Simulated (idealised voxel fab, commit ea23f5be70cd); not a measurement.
Herein follows the process module entitled voxel spacer lines.
Cross-section cut spans 225 nm and uses square cells 5 nm in size.
In this document a cross-section is written as a grid of square cells. It is given as a series of bands, listed from the top down, and a band is one or more rows of cells. Heads up on the band format: heights come first, top then bottom, in nm. After that it's the materials left to right, each with its width in nm. A single material flagged "everywhere" fills the whole band edge to edge, and "blank" means there's empty space there. Height datum 0, below which the as-received substrate wafer is one material. Lowest band open at the bottom, running downward: "0 and below". Note: "30->40" means the width goes from the first number (top row of the band) to the second number (bottom row) in equal steps per row of cells. When a step is marked "nothing altered", none of the cells in the cross-section changed during that step. "Voids, fully enclosed" - sealed voids, min. 8 cells, no opening to top; format: width x height at distance (distance from left edge; nm throughout). What comes after the settings on a step's line is commentary from the simulator itself on that step. You can add "overlay nm" to a step's line. For a step with a mask, it describes how far the mask lay to the right of its planned position, and a negative number describes a lay to the left.
Process steps - plan
1,RECEIVE, material Si
2,CONFORMAL_DEP, material Al2O3, thk nm 5
3,DIRECTIONAL_DEP, material SiN, thk nm 10
4,DIRECTIONAL_DEP, material polySi, thk nm 25
5,PATTERN, tone cover, mask id MANDREL, material resist, width nm 25, pitch nm 80, thk nm 30, overlay nm 0
6,DIRECTIONAL_ETCH, etch materials polySi, depth nm 25
7,STRIP, etch materials resist
8,CONFORMAL_DEP, material SiO2, thk nm 15
9,DIRECTIONAL_ETCH, etch materials SiO2, depth nm 15
10,STRIP, etch materials polySi
11,DIRECTIONAL_ETCH, etch materials SiN, depth nm 10
12,STRIP, etch materials SiO2
13,FILL_DEP, material SiO2, thk nm 5
14,CMP, height nm 15
Cross-section of the wafer upon arrival, representing the state reached after step 1
> 0 and below  Si everywhere
> Voids, fully enclosed: none
Cross-section at module end, one run error; start and plan unchanged from above
> 15 down to 10  Al2O3 everywhere
> 10 down to 0  SiN everywhere
> 0 and below  Si everywhere
> Voids, fully enclosed: none
Deviation from plan: note: step 2 <-> step 3, run order reversed vs plan
